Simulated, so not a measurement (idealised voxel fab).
Process module heading - voxel capacitor over wiring
Square cells of 5 nm make up the cross-section cut, whose width is 250 nm.
Heads up, the way a cross-section reads in here is a grid of square cells, handed over as bands from the top down, with every band being one or more rows of cells.
Heights first: top, then bottom, in nm. Then materials, left to right, each with a width in nm. "edge to edge" on a single material: fills the band edge to edge. "air": empty space.
For the purposes of this specification, 0 denotes the height below which the wafer in its as-received condition is composed wholly of one material, and the lowermost band, lacking a lower limit, extends downward without end, as expressed in "0 and below".
With a width like "30 to 40", each row of cells in the band differs from the next by the same amount, the top row carrying the first number and the bottom row the second.
Any step labelled "no modifications" changed none of the cells in the cross-section.
Each empty space that has no open way to the top and spans at least 8 cells appears under "Sealed void inventory" as width x height at distance, the distance counted from the left edge, all in nm.
Where a step's line continues beyond its settings, the continuation is a remark by the simulator itself on that step.
Among the settings permitted on a step's line is "overlay nm"; applied to a step with a mask, it specifies the extent to which the mask lay to the right of its planned position, whereas a negative figure signifies a position to the left.
Quick note on how to read the rest: it's all pairs. You get the cross-section before a process step and the one after, but the after one only goes down as far as the lowest band that changed. The step in between, with its settings, sits under the pair. Heads up, the pairs can come from different runs of this module on the same starting wafer, so don't assume a pair picks up from the one above unless its "Prior to processing" entry says it does.
-- Prior to processing
0 and below = Si edge to edge
Sealed void inventory: none
-- Post-Step Snapshot
15 down to 0 = SiO2 edge to edge
Lower than 0, everything is as it was.
Sealed void inventory: none
In between the before and after cross-sections above, the step is op CONFORMAL_DEP | material SiO2 | thk nm 15
Prior to processing: equal to the after panel directly above.
-- Post-Step Snapshot
20 down to 15 = TiN edge to edge
Lower than 15, everything is as it was.
Sealed void inventory: none
In between the before and after cross-sections above, the step is op DIRECTIONAL_DEP | material TiN | thk nm 5
Prior to processing: equal to the after panel directly above.
-- Post-Step Snapshot
40 down to 20 = W edge to edge
Lower than 20, everything is as it was.
Sealed void inventory: none
In between the before and after cross-sections above, the step is op DIRECTIONAL_DEP | material W | thk nm 20
Prior to processing: equal to the after panel directly above.
-- Post-Step Snapshot
55 down to 40 = air: 60  resist: 30  air: 70  resist: 30  air: 60
Lower than 40, everything is as it was.
Sealed void inventory: none
In between the before and after cross-sections above, the step is op PATTERN | tone cover | mask id METAL_1 | material resist | width nm 30 | pitch nm 100 | thk nm 15 | overlay nm 0
Prior to processing: equal to the after panel directly above.
-- Post-Step Snapshot
55 down to 40 = air: 60  resist: 30  air: 70  resist: 30  air: 60
40 down to 20 = air: 60  W: 30  air: 70  W: 30  air: 60
Lower than 20, everything is as it was.
Sealed void inventory: none
In between the before and after cross-sections above, the step is op DIRECTIONAL_ETCH | etch materials W | depth nm 20
Prior to processing: equal to the after panel directly above.
-- Post-Step Snapshot
55 down to 40 = air: 60  resist: 30  air: 70  resist: 30  air: 60
40 down to 20 = air: 60  W: 30  air: 70  W: 30  air: 60
20 down to 15 = air: 60  TiN: 30  air: 70  TiN: 30  air: 60
Lower than 15, everything is as it was.
Sealed void inventory: none
In between the before and after cross-sections above, the step is op DIRECTIONAL_ETCH | etch materials TiN | depth nm 5
Prior to processing: equal to the after panel directly above.
-- Post-Step Snapshot
40 down to 20 = air: 60  W: 30  air: 70  W: 30  air: 60
Lower than 20, everything is as it was.
Sealed void inventory: none
In between the before and after cross-sections above, the step is op STRIP | etch materials resist
Prior to processing: equal to the after panel directly above.
-- Post-Step Snapshot
45 down to 40 = SiO2 edge to edge
40 down to 20 = SiO2: 60  W: 30  SiO2: 70  W: 30  SiO2: 60
20 down to 15 = SiO2: 60  TiN: 30  SiO2: 70  TiN: 30  SiO2: 60
Lower than 15, everything is as it was.
Sealed void inventory: none
In between the before and after cross-sections above, the step is op FILL_DEP | material SiO2 | thk nm 5
Prior to processing: equal to the after panel directly above.
-- Post-Step Snapshot
40 down to 20 = SiO2: 60  W: 30  SiO2: 70  W: 30  SiO2: 60
Lower than 20, everything is as it was.
Sealed void inventory: none
In between the before and after cross-sections above, the step is op CMP | height nm 40
Prior to processing: equal to the after panel directly above.
-- Post-Step Snapshot
45 down to 40 = SiCN edge to edge
Lower than 40, everything is as it was.
Sealed void inventory: none
In between the before and after cross-sections above, the step is op CONFORMAL_DEP | material SiCN | thk nm 5
Prior to processing: equal to the after panel directly above.
-- Post-Step Snapshot
65 down to 45 = SiO2 edge to edge
Lower than 45, everything is as it was.
Sealed void inventory: none
In between the before and after cross-sections above, the step is op DIRECTIONAL_DEP | material SiO2 | thk nm 20
Prior to processing: equal to the after panel directly above.
-- Post-Step Snapshot
80 down to 65 = resist: 75  air: 15  resist: 160
Lower than 65, everything is as it was.
Sealed void inventory: none
In between the before and after cross-sections above, the step is op PATTERN | tone open | mask id PLUG_1 | material resist | width nm 15 | thk nm 15 | overlay nm 0
Prior to processing: equal to the after panel directly above.
-- Post-Step Snapshot
80 down to 65 = resist: 75  air: 15  resist: 160
65 down to 45 = SiO2: 75  air: 15  SiO2: 160
Lower than 45, everything is as it was.
Sealed void inventory: none
In between the before and after cross-sections above, the step is op DIRECTIONAL_ETCH | etch materials SiO2 | depth nm 20
Prior to processing: equal to the after panel directly above.
-- Post-Step Snapshot
80 down to 65 = resist: 75  air: 15  resist: 160
65 down to 45 = SiO2: 75  air: 15  SiO2: 160
45 down to 40 = SiCN: 75  air: 15  SiCN: 160
Lower than 40, everything is as it was.
Sealed void inventory: none
In between the before and after cross-sections above, the step is op DIRECTIONAL_ETCH | etch materials SiCN | depth nm 5
Prior to processing: equal to the after panel directly above.
-- Post-Step Snapshot
65 down to 45 = SiO2: 75  air: 15  SiO2: 160
Lower than 45, everything is as it was.
Sealed void inventory: none
In between the before and after cross-sections above, the step is op STRIP | etch materials resist
Prior to processing: equal to the after panel directly above.
-- Post-Step Snapshot
65 down to 50 = SiO2: 75  air: 15  SiO2: 160
50 down to 45 = SiO2: 75  Ru: 15  SiO2: 160
45 down to 40 = SiCN: 75  Ru: 15  SiCN: 160
Lower than 40, everything is as it was.
Sealed void inventory: none
In between the before and after cross-sections above, the step is op EPI | material Ru | thk nm 10
Prior to processing: equal to the after panel directly above.
-- Post-Step Snapshot
65 down to 60 = SiO2: 75  air: 15  SiO2: 160
60 down to 45 = SiO2: 75  Ru: 15  SiO2: 160
Lower than 45, everything is as it was.
Sealed void inventory: none
In between the before and after cross-sections above, the step is op EPI | material Ru | thk nm 10
Prior to processing: equal to the after panel directly above.
-- Post-Step Snapshot
65 down to 45 = SiO2: 75  Ru: 15  SiO2: 160
Lower than 45, everything is as it was.
Sealed void inventory: none
In between the before and after cross-sections above, the step is op EPI | material Ru | thk nm 5
Prior to processing: equal to the after panel directly above.
-- Post-Step Snapshot
75 down to 65 = TiN edge to edge
Lower than 65, everything is as it was.
Sealed void inventory: none
In between the before and after cross-sections above, the step is op DIRECTIONAL_DEP | material TiN | thk nm 10
Prior to processing: equal to the after panel directly above.
-- Post-Step Snapshot
80 down to 75 = HfO2 edge to edge
Lower than 75, everything is as it was.
Sealed void inventory: none
In between the before and after cross-sections above, the step is op DIRECTIONAL_DEP | material HfO2 | thk nm 5
Prior to processing: equal to the after panel directly above.
-- Post-Step Snapshot
90 down to 80 = TiN edge to edge
Lower than 80, everything is as it was.
Sealed void inventory: none
In between the before and after cross-sections above, the step is op DIRECTIONAL_DEP | material TiN | thk nm 10
Prior to processing: equal to the after panel directly above.
-- Post-Step Snapshot
105 down to 90 = aC edge to edge
Lower than 90, everything is as it was.
Sealed void inventory: none
In between the before and after cross-sections above, the step is op DIRECTIONAL_DEP | material aC | thk nm 15
Prior to processing: equal to the after panel directly above.
-- Post-Step Snapshot
140 down to 105 = air: 75  resist: 75  air: 100
Lower than 105, everything is as it was.
Sealed void inventory: none
In between the before and after cross-sections above, the step is op PATTERN | tone cover | mask id UPPER_PLATE | material resist | width nm 75 | thk nm 35 | overlay nm 0
Prior to processing: equal to the after panel directly above.
-- Post-Step Snapshot
125 down to 105 = air: 75  resist: 75  air: 100
105 down to 90 = air: 75  aC: 75  air: 100
Lower than 90, everything is as it was.
Sealed void inventory: none
In between the before and after cross-sections above, the step is op DIRECTIONAL_ETCH | etch materials aC | depth nm 15
Prior to processing: equal to the after panel directly above.
-- Post-Step Snapshot
105 down to 90 = air: 75  aC: 75  air: 100
Lower than 90, everything is as it was.
Sealed void inventory: none
In between the before and after cross-sections above, the step is op STRIP | etch materials resist
Prior to processing: equal to the after panel directly above.
-- Post-Step Snapshot
105 down to 90 = air: 75  aC: 75  air: 100
90 down to 80 = air: 75  TiN: 75  air: 100
Lower than 80, everything is as it was.
Sealed void inventory: none
In between the before and after cross-sections above, the step is op DIRECTIONAL_ETCH | etch materials TiN | depth nm 10
Prior to processing: equal to the after panel directly above.
-- Post-Step Snapshot
105 down to 90 = air: 75  aC: 75  air: 100
90 down to 80 = air: 75  TiN: 75  air: 100
80 down to 75 = air: 75  HfO2: 75  air: 100
Lower than 75, everything is as it was.
Sealed void inventory: none
In between the before and after cross-sections above, the step is op DIRECTIONAL_ETCH | etch materials HfO2 | depth nm 5
Prior to processing: equal to the after panel directly above.
-- Post-Step Snapshot
90 down to 80 = air: 75  TiN: 75  air: 100
Lower than 80, everything is as it was.
Sealed void inventory: none
In between the before and after cross-sections above, the step is op STRIP | etch materials aC
Prior to processing: equal to the after panel directly above.
-- Post-Step Snapshot
105 down to 90 = air: 75  aC: 75  air: 100
90 down to 80 = aC: 75  TiN: 75  aC: 100
80 down to 75 = aC: 75  HfO2: 75  aC: 100
Lower than 75, everything is as it was.
Sealed void inventory: none
In between the before and after cross-sections above, the step is op DIRECTIONAL_DEP | material aC | thk nm 15
Prior to processing: equal to the after panel directly above.
-- Post-Step Snapshot
140 down to 105 = air: 70  resist: 85  air: 95
105 down to 90 = air: 70  resist: 5  aC: 75  resist: 5  air: 95
Lower than 90, everything is as it was.
Sealed void inventory: none
In between the before and after cross-sections above, the step is op PATTERN | tone cover | mask id LOWER_PLATE | material resist | width nm 85 | thk nm 35 | overlay nm 0
Prior to processing: equal to the after panel directly above.
-- Post-Step Snapshot
125 down to 105 = air: 70  resist: 85  air: 95
105 down to 90 = air: 70  resist: 5  aC: 75  resist: 5  air: 95
90 down to 80 = air: 70  aC: 5  TiN: 75  aC: 5  air: 95
80 down to 75 = air: 70  aC: 5  HfO2: 75  aC: 5  air: 95
Lower than 75, everything is as it was.
Sealed void inventory: none
In between the before and after cross-sections above, the step is op DIRECTIONAL_ETCH | etch materials aC | depth nm 15
Prior to processing: equal to the after panel directly above.
-- Post-Step Snapshot
105 down to 90 = air: 75  aC: 75  air: 100
Lower than 90, everything is as it was.
Sealed void inventory: none
In between the before and after cross-sections above, the step is op STRIP | etch materials resist
Prior to processing: equal to the after panel directly above.
-- Post-Step Snapshot
105 down to 90 = air: 75  aC: 75  air: 100
90 down to 80 = air: 70  aC: 5  TiN: 75  aC: 5  air: 95
80 down to 75 = air: 70  aC: 5  HfO2: 75  aC: 5  air: 95
75 down to 65 = air: 70  TiN: 85  air: 95
Lower than 65, everything is as it was.
Sealed void inventory: none
In between the before and after cross-sections above, the step is op DIRECTIONAL_ETCH | etch materials TiN | depth nm 10
Prior to processing: equal to the after panel directly above.
-- Post-Step Snapshot
90 down to 80 = air: 75  TiN: 75  air: 100
80 down to 75 = air: 75  HfO2: 75  air: 100
Lower than 75, everything is as it was.
Sealed void inventory: none
In between the before and after cross-sections above, the step is op STRIP | etch materials aC
Prior to processing: equal to the after panel directly above.
-- Post-Step Snapshot
105 down to 90 = SiO2 edge to edge
90 down to 80 = SiO2: 75  TiN: 75  SiO2: 100
80 down to 75 = SiO2: 75  HfO2: 75  SiO2: 100
75 down to 65 = SiO2: 70  TiN: 85  SiO2: 95
Lower than 65, everything is as it was.
Sealed void inventory: none
In between the before and after cross-sections above, the step is op FILL_DEP | material SiO2 | thk nm 15
Prior to processing: equal to the after panel directly above.
-- Post-Step Snapshot
100 down to 90 = SiO2 edge to edge
Lower than 90, everything is as it was.
Sealed void inventory: none
In between the before and after cross-sections above, the step is op CMP | height nm 100
Prior to processing: equal to the after panel directly above.
-- Post-Step Snapshot
115 down to 100 = aC edge to edge
Lower than 100, everything is as it was.
Sealed void inventory: none
In between the before and after cross-sections above, the step is op DIRECTIONAL_DEP | material aC | thk nm 15
Prior to processing: equal to the after panel directly above.
-- Post-Step Snapshot
145 down to 115 = resist: 85  air: 15  resist: 150
Lower than 115, everything is as it was.
Sealed void inventory: none
In between the before and after cross-sections above, the step is op PATTERN | tone open | mask id PLUG_2 | material resist | width nm 15 | thk nm 30 | overlay nm 0
Prior to processing: equal to the after panel directly above.
-- Post-Step Snapshot
130 down to 115 = resist: 85  air: 15  resist: 150
115 down to 100 = aC: 85  air: 15  aC: 150
Lower than 100, everything is as it was.
Sealed void inventory: none
In between the before and after cross-sections above, the step is op DIRECTIONAL_ETCH | etch materials aC | depth nm 15
Prior to processing: equal to the after panel directly above.
-- Post-Step Snapshot
115 down to 100 = aC: 85  air: 15  aC: 150
Lower than 100, everything is as it was.
Sealed void inventory: none
In between the before and after cross-sections above, the step is op STRIP | etch materials resist
Prior to processing: equal to the after panel directly above.
-- Post-Step Snapshot
115 down to 100 = aC: 85  air: 15  aC: 150
100 down to 90 = SiO2: 85  air: 15  SiO2: 150
Lower than 90, everything is as it was.
Sealed void inventory: none
In between the before and after cross-sections above, the step is op DIRECTIONAL_ETCH | etch materials SiO2 | depth nm 10
Prior to processing: equal to the after panel directly above.
-- Post-Step Snapshot
100 down to 90 = SiO2: 85  air: 15  SiO2: 150
Lower than 90, everything is as it was.
Sealed void inventory: none
In between the before and after cross-sections above, the step is op STRIP | etch materials aC
Prior to processing: equal to the after panel directly above.
-- Post-Step Snapshot
105 down to 100 = TiN: 90  air: 5  TiN: 155
100 down to 95 = SiO2: 85  TiN: 5  air: 5  TiN: 5  SiO2: 150
95 down to 90 = SiO2: 85  TiN: 15  SiO2: 150
Lower than 90, everything is as it was.
Sealed void inventory: none
In between the before and after cross-sections above, the step is op CONFORMAL_DEP | material TiN | thk nm 5
Prior to processing: equal to the after panel directly above.
-- Post-Step Snapshot
110 down to 105 = W edge to edge
105 down to 100 = TiN: 90  W: 5  TiN: 155
100 down to 95 = SiO2: 85  TiN: 5  W: 5  TiN: 5  SiO2: 150
Lower than 95, everything is as it was.
Sealed void inventory: none
In between the before and after cross-sections above, the step is op FILL_DEP | material W | thk nm 5
Prior to processing: equal to the after panel directly above.
-- Post-Step Snapshot
100 down to 95 = SiO2: 85  TiN: 5  W: 5  TiN: 5  SiO2: 150
Lower than 95, everything is as it was.
Sealed void inventory: none
In between the before and after cross-sections above, the step is op CMP | height nm 100
Prior to processing: equal to the after panel directly above.
-- Post-Step Snapshot
105 down to 100 = SiCN edge to edge
Lower than 100, everything is as it was.
Sealed void inventory: none
In between the before and after cross-sections above, the step is op CONFORMAL_DEP | material SiCN | thk nm 5
-- Prior to processing
75 down to 65 = TiN edge to edge
65 down to 45 = SiO2: 75  Ru: 15  SiO2: 160
45 down to 40 = SiCN: 75  Ru: 15  SiCN: 160
40 down to 20 = SiO2: 60  W: 30  SiO2: 70  W: 30  SiO2: 60
20 down to 15 = SiO2: 60  TiN: 30  SiO2: 70  TiN: 30  SiO2: 60
15 down to 0 = SiO2 edge to edge
0 and below = Si edge to edge
Sealed void inventory: none
-- Post-Step Snapshot
85 down to 65 = TiN edge to edge
Lower than 65, everything is as it was.
Sealed void inventory: none
In between the before and after cross-sections above, the step is op DIRECTIONAL_DEP | material TiN | thk nm 10
Prior to processing: equal to the after panel directly above.
-- Post-Step Snapshot
100 down to 85 = aC edge to edge
Lower than 85, everything is as it was.
Sealed void inventory: none
In between the before and after cross-sections above, the step is op DIRECTIONAL_DEP | material aC | thk nm 15
Prior to processing: equal to the after panel directly above.
-- Post-Step Snapshot
135 down to 100 = air: 75  resist: 75  air: 100
Lower than 100, everything is as it was.
Sealed void inventory: none
In between the before and after cross-sections above, the step is op PATTERN | tone cover | mask id UPPER_PLATE | material resist | width nm 75 | thk nm 35 | overlay nm 0
Prior to processing: equal to the after panel directly above.
-- Post-Step Snapshot
120 down to 100 = air: 75  resist: 75  air: 100
100 down to 85 = air: 75  aC: 75  air: 100
Lower than 85, everything is as it was.
Sealed void inventory: none
In between the before and after cross-sections above, the step is op DIRECTIONAL_ETCH | etch materials aC | depth nm 15
Prior to processing: equal to the after panel directly above.
-- Post-Step Snapshot
100 down to 85 = air: 75  aC: 75  air: 100
Lower than 85, everything is as it was.
Sealed void inventory: none
In between the before and after cross-sections above, the step is op STRIP | etch materials resist
Prior to processing: equal to the after panel directly above.
-- Post-Step Snapshot
100 down to 85 = air: 75  aC: 75  air: 100
85 down to 75 = air: 75  TiN: 75  air: 100
Lower than 75, everything is as it was.
Sealed void inventory: none
In between the before and after cross-sections above, the step is op DIRECTIONAL_ETCH | etch materials TiN | depth nm 10
Prior to processing: equal to the after panel directly above.
-- Post-Step Snapshot
85 down to 75 = air: 75  TiN: 75  air: 100
Lower than 75, everything is as it was.
Sealed void inventory: none
In between the before and after cross-sections above, the step is op STRIP | etch materials aC
Prior to processing: equal to the after panel directly above.
-- Post-Step Snapshot
100 down to 90 = air: 75  aC: 75  air: 100
90 down to 85 = aC edge to edge
85 down to 75 = aC: 75  TiN: 75  aC: 100
Lower than 75, everything is as it was.
Sealed void inventory: none
In between the before and after cross-sections above, the step is op DIRECTIONAL_DEP | material aC | thk nm 15
Prior to processing: equal to the after panel directly above.
-- Post-Step Snapshot
135 down to 100 = air: 70  resist: 85  air: 95
100 down to 90 = air: 70  resist: 5  aC: 75  resist: 5  air: 95
Lower than 90, everything is as it was.
Sealed void inventory: none
In between the before and after cross-sections above, the step is op PATTERN | tone cover | mask id LOWER_PLATE | material resist | width nm 85 | thk nm 35 | overlay nm 0
Prior to processing: equal to the after panel directly above.
-- Post-Step Snapshot
120 down to 100 = air: 70  resist: 85  air: 95
100 down to 90 = air: 70  resist: 5  aC: 75  resist: 5  air: 95
90 down to 85 = air: 70  aC: 85  air: 95
85 down to 75 = air: 70  aC: 5  TiN: 75  aC: 5  air: 95
Lower than 75, everything is as it was.
Sealed void inventory: none
In between the before and after cross-sections above, the step is op DIRECTIONAL_ETCH | etch materials aC | depth nm 15
Prior to processing: equal to the after panel directly above.
-- Post-Step Snapshot
100 down to 90 = air: 75  aC: 75  air: 100
Lower than 90, everything is as it was.
Sealed void inventory: none
In between the before and after cross-sections above, the step is op STRIP | etch materials resist
Prior to processing: equal to the after panel directly above.
-- Post-Step Snapshot
100 down to 90 = air: 75  aC: 75  air: 100
90 down to 85 = air: 70  aC: 85  air: 95
85 down to 75 = air: 70  aC: 5  TiN: 75  aC: 5  air: 95
75 down to 65 = air: 70  TiN: 85  air: 95
Lower than 65, everything is as it was.
Sealed void inventory: none
In between the before and after cross-sections above, the step is op DIRECTIONAL_ETCH | etch materials TiN | depth nm 10
Prior to processing: equal to the after panel directly above.
-- Post-Step Snapshot
85 down to 75 = air: 75  TiN: 75  air: 100
Lower than 75, everything is as it was.
Sealed void inventory: none
In between the before and after cross-sections above, the step is op STRIP | etch materials aC
Prior to processing: equal to the after panel directly above.
-- Post-Step Snapshot
100 down to 85 = SiO2 edge to edge
85 down to 75 = SiO2: 75  TiN: 75  SiO2: 100
75 down to 65 = SiO2: 70  TiN: 85  SiO2: 95
Lower than 65, everything is as it was.
Sealed void inventory: none
In between the before and after cross-sections above, the step is op FILL_DEP | material SiO2 | thk nm 15
Prior to processing: equal to the after panel directly above.
-- Post-Step Snapshot
115 down to 100 = aC edge to edge
Lower than 100, everything is as it was.
Sealed void inventory: none
In between the before and after cross-sections above, the step is op DIRECTIONAL_DEP | material aC | thk nm 15
Prior to processing: equal to the after panel directly above.
-- Post-Step Snapshot
145 down to 115 = resist: 85  air: 15  resist: 150
Lower than 115, everything is as it was.
Sealed void inventory: none
In between the before and after cross-sections above, the step is op PATTERN | tone open | mask id PLUG_2 | material resist | width nm 15 | thk nm 30 | overlay nm 0
Prior to processing: equal to the after panel directly above.
-- Post-Step Snapshot
130 down to 115 = resist: 85  air: 15  resist: 150
115 down to 100 = aC: 85  air: 15  aC: 150
Lower than 100, everything is as it was.
Sealed void inventory: none
In between the before and after cross-sections above, the step is op DIRECTIONAL_ETCH | etch materials aC | depth nm 15
Prior to processing: equal to the after panel directly above.
-- Post-Step Snapshot
115 down to 100 = aC: 85  air: 15  aC: 150
Lower than 100, everything is as it was.
Sealed void inventory: none
In between the before and after cross-sections above, the step is op STRIP | etch materials resist
Prior to processing: equal to the after panel directly above.
-- Post-Step Snapshot
115 down to 100 = aC: 85  air: 15  aC: 150
100 down to 90 = SiO2: 85  air: 15  SiO2: 150
Lower than 90, everything is as it was.
Sealed void inventory: none
In between the before and after cross-sections above, the step is op DIRECTIONAL_ETCH | etch materials SiO2 | depth nm 10
Prior to processing: equal to the after panel directly above.
-- Post-Step Snapshot
100 down to 90 = SiO2: 85  air: 15  SiO2: 150
Lower than 90, everything is as it was.
Sealed void inventory: none
In between the before and after cross-sections above, the step is op STRIP | etch materials aC
Prior to processing: equal to the after panel directly above.
-- Post-Step Snapshot
105 down to 100 = TiN: 90  air: 5  TiN: 155
100 down to 95 = SiO2: 85  TiN: 5  air: 5  TiN: 5  SiO2: 150
95 down to 90 = SiO2: 85  TiN: 15  SiO2: 150
Lower than 90, everything is as it was.
Sealed void inventory: none
In between the before and after cross-sections above, the step is op CONFORMAL_DEP | material TiN | thk nm 5
Prior to processing: equal to the after panel directly above.
-- Post-Step Snapshot
110 down to 105 = W edge to edge
105 down to 100 = TiN: 90  W: 5  TiN: 155
100 down to 95 = SiO2: 85  TiN: 5  W: 5  TiN: 5  SiO2: 150
Lower than 95, everything is as it was.
Sealed void inventory: none
In between the before and after cross-sections above, the step is op FILL_DEP | material W | thk nm 5
Prior to processing: equal to the after panel directly above.
-- Post-Step Snapshot
100 down to 95 = SiO2: 85  TiN: 5  W: 5  TiN: 5  SiO2: 150
Lower than 95, everything is as it was.
Sealed void inventory: none
In between the before and after cross-sections above, the step is op CMP | height nm 100
Prior to processing: equal to the after panel directly above.
-- Post-Step Snapshot
105 down to 100 = SiCN edge to edge
Lower than 100, everything is as it was.
Sealed void inventory: none
In between the before and after cross-sections above, the step is op CONFORMAL_DEP | material SiCN | thk nm 5
-- Prior to processing
15 down to 0 = SiO2 edge to edge
0 and below = Si edge to edge
Sealed void inventory: none
-- Post-Step Snapshot
30 down to 0 = SiO2 edge to edge
Lower than 0, everything is as it was.
Sealed void inventory: none
In between the before and after cross-sections above, the step is op CONFORMAL_DEP | material SiO2 | thk nm 15
Prior to processing: equal to the after panel directly above.
-- Post-Step Snapshot
35 down to 30 = TiN edge to edge
Lower than 30, everything is as it was.
Sealed void inventory: none
In between the before and after cross-sections above, the step is op DIRECTIONAL_DEP | material TiN | thk nm 5
Prior to processing: equal to the after panel directly above.
-- Post-Step Snapshot
55 down to 35 = W edge to edge
Lower than 35, everything is as it was.
Sealed void inventory: none
In between the before and after cross-sections above, the step is op DIRECTIONAL_DEP | material W | thk nm 20
Prior to processing: equal to the after panel directly above.
-- Post-Step Snapshot
70 down to 55 = air: 60  resist: 30  air: 70  resist: 30  air: 60
Lower than 55, everything is as it was.
Sealed void inventory: none
In between the before and after cross-sections above, the step is op PATTERN | tone cover | mask id METAL_1 | material resist | width nm 30 | pitch nm 100 | thk nm 15 | overlay nm 0
Prior to processing: equal to the after panel directly above.
-- Post-Step Snapshot
70 down to 55 = air: 60  resist: 30  air: 70  resist: 30  air: 60
55 down to 35 = air: 60  W: 30  air: 70  W: 30  air: 60
Lower than 35, everything is as it was.
Sealed void inventory: none
In between the before and after cross-sections above, the step is op DIRECTIONAL_ETCH | etch materials W | depth nm 20
Prior to processing: equal to the after panel directly above.
-- Post-Step Snapshot
70 down to 55 = air: 60  resist: 30  air: 70  resist: 30  air: 60
55 down to 35 = air: 60  W: 30  air: 70  W: 30  air: 60
35 down to 30 = air: 60  TiN: 30  air: 70  TiN: 30  air: 60
Lower than 30, everything is as it was.
Sealed void inventory: none
In between the before and after cross-sections above, the step is op DIRECTIONAL_ETCH | etch materials TiN | depth nm 5
Prior to processing: equal to the after panel directly above.
-- Post-Step Snapshot
55 down to 35 = air: 60  W: 30  air: 70  W: 30  air: 60
Lower than 35, everything is as it was.
Sealed void inventory: none
In between the before and after cross-sections above, the step is op STRIP | etch materials resist
Prior to processing: equal to the after panel directly above.
-- Post-Step Snapshot
60 down to 55 = SiO2 edge to edge
55 down to 35 = SiO2: 60  W: 30  SiO2: 70  W: 30  SiO2: 60
35 down to 30 = SiO2: 60  TiN: 30  SiO2: 70  TiN: 30  SiO2: 60
Lower than 30, everything is as it was.
Sealed void inventory: none
In between the before and after cross-sections above, the step is op FILL_DEP | material SiO2 | thk nm 5
Prior to processing: equal to the after panel directly above.
-- Post-Step Snapshot
40 down to 35 = SiO2: 60  W: 30  SiO2: 70  W: 30  SiO2: 60
Lower than 35, everything is as it was.
Sealed void inventory: none
In between the before and after cross-sections above, the step is op CMP | height nm 40
Prior to processing: equal to the after panel directly above.
-- Post-Step Snapshot
45 down to 40 = SiCN edge to edge
Lower than 40, everything is as it was.
Sealed void inventory: none
In between the before and after cross-sections above, the step is op CONFORMAL_DEP | material SiCN | thk nm 5
Prior to processing: equal to the after panel directly above.
-- Post-Step Snapshot
65 down to 45 = SiO2 edge to edge
Lower than 45, everything is as it was.
Sealed void inventory: none
In between the before and after cross-sections above, the step is op DIRECTIONAL_DEP | material SiO2 | thk nm 20
Prior to processing: equal to the after panel directly above.
-- Post-Step Snapshot
80 down to 65 = resist: 75  air: 15  resist: 160
Lower than 65, everything is as it was.
Sealed void inventory: none
In between the before and after cross-sections above, the step is op PATTERN | tone open | mask id PLUG_1 | material resist | width nm 15 | thk nm 15 | overlay nm 0
Prior to processing: equal to the after panel directly above.
-- Post-Step Snapshot
80 down to 65 = resist: 75  air: 15  resist: 160
65 down to 45 = SiO2: 75  air: 15  SiO2: 160
Lower than 45, everything is as it was.
Sealed void inventory: none
In between the before and after cross-sections above, the step is op DIRECTIONAL_ETCH | etch materials SiO2 | depth nm 20
Prior to processing: equal to the after panel directly above.
-- Post-Step Snapshot
80 down to 65 = resist: 75  air: 15  resist: 160
65 down to 45 = SiO2: 75  air: 15  SiO2: 160
45 down to 40 = SiCN: 75  air: 15  SiCN: 160
Lower than 40, everything is as it was.
Sealed void inventory: none
In between the before and after cross-sections above, the step is op DIRECTIONAL_ETCH | etch materials SiCN | depth nm 5
Prior to processing: equal to the after panel directly above.
-- Post-Step Snapshot
65 down to 45 = SiO2: 75  air: 15  SiO2: 160
Lower than 45, everything is as it was.
Sealed void inventory: none
In between the before and after cross-sections above, the step is op STRIP | etch materials resist
Prior to processing: equal to the after panel directly above.
-- Post-Step Snapshot
65 down to 50 = SiO2: 75  air: 15  SiO2: 160
50 down to 45 = SiO2: 75  Ru: 15  SiO2: 160
45 down to 40 = SiCN: 75  Ru: 15  SiCN: 160
Lower than 40, everything is as it was.
Sealed void inventory: none
In between the before and after cross-sections above, the step is op EPI | material Ru | thk nm 10
Prior to processing: equal to the after panel directly above.
-- Post-Step Snapshot
65 down to 60 = SiO2: 75  air: 15  SiO2: 160
60 down to 45 = SiO2: 75  Ru: 15  SiO2: 160
Lower than 45, everything is as it was.
Sealed void inventory: none
In between the before and after cross-sections above, the step is op EPI | material Ru | thk nm 10
Prior to processing: equal to the after panel directly above.
-- Post-Step Snapshot
65 down to 45 = SiO2: 75  Ru: 15  SiO2: 160
Lower than 45, everything is as it was.
Sealed void inventory: none
In between the before and after cross-sections above, the step is op EPI | material Ru | thk nm 5
Prior to processing: equal to the after panel directly above.
-- Post-Step Snapshot
75 down to 65 = TiN edge to edge
Lower than 65, everything is as it was.
Sealed void inventory: none
In between the before and after cross-sections above, the step is op DIRECTIONAL_DEP | material TiN | thk nm 10
Prior to processing: equal to the after panel directly above.
-- Post-Step Snapshot
80 down to 75 = HfO2 edge to edge
Lower than 75, everything is as it was.
Sealed void inventory: none
In between the before and after cross-sections above, the step is op DIRECTIONAL_DEP | material HfO2 | thk nm 5
Prior to processing: equal to the after panel directly above.
-- Post-Step Snapshot
90 down to 80 = TiN edge to edge
Lower than 80, everything is as it was.
Sealed void inventory: none
In between the before and after cross-sections above, the step is op DIRECTIONAL_DEP | material TiN | thk nm 10
Prior to processing: equal to the after panel directly above.
-- Post-Step Snapshot
105 down to 90 = aC edge to edge
Lower than 90, everything is as it was.
Sealed void inventory: none
In between the before and after cross-sections above, the step is op DIRECTIONAL_DEP | material aC | thk nm 15
Prior to processing: equal to the after panel directly above.
-- Post-Step Snapshot
140 down to 105 = air: 75  resist: 75  air: 100
Lower than 105, everything is as it was.
Sealed void inventory: none
In between the before and after cross-sections above, the step is op PATTERN | tone cover | mask id UPPER_PLATE | material resist | width nm 75 | thk nm 35 | overlay nm 0
Prior to processing: equal to the after panel directly above.
-- Post-Step Snapshot
125 down to 105 = air: 75  resist: 75  air: 100
105 down to 90 = air: 75  aC: 75  air: 100
Lower than 90, everything is as it was.
Sealed void inventory: none
In between the before and after cross-sections above, the step is op DIRECTIONAL_ETCH | etch materials aC | depth nm 15
Prior to processing: equal to the after panel directly above.
-- Post-Step Snapshot
105 down to 90 = air: 75  aC: 75  air: 100
Lower than 90, everything is as it was.
Sealed void inventory: none
In between the before and after cross-sections above, the step is op STRIP | etch materials resist
Prior to processing: equal to the after panel directly above.
-- Post-Step Snapshot
105 down to 90 = air: 75  aC: 75  air: 100
90 down to 80 = air: 75  TiN: 75  air: 100
Lower than 80, everything is as it was.
Sealed void inventory: none
In between the before and after cross-sections above, the step is op DIRECTIONAL_ETCH | etch materials TiN | depth nm 10
Prior to processing: equal to the after panel directly above.
-- Post-Step Snapshot
105 down to 90 = air: 75  aC: 75  air: 100
90 down to 80 = air: 75  TiN: 75  air: 100
80 down to 75 = air: 75  HfO2: 75  air: 100
Lower than 75, everything is as it was.
Sealed void inventory: none
In between the before and after cross-sections above, the step is op DIRECTIONAL_ETCH | etch materials HfO2 | depth nm 5
Prior to processing: equal to the after panel directly above.
-- Post-Step Snapshot
90 down to 80 = air: 75  TiN: 75  air: 100
Lower than 80, everything is as it was.
Sealed void inventory: none
In between the before and after cross-sections above, the step is op STRIP | etch materials aC
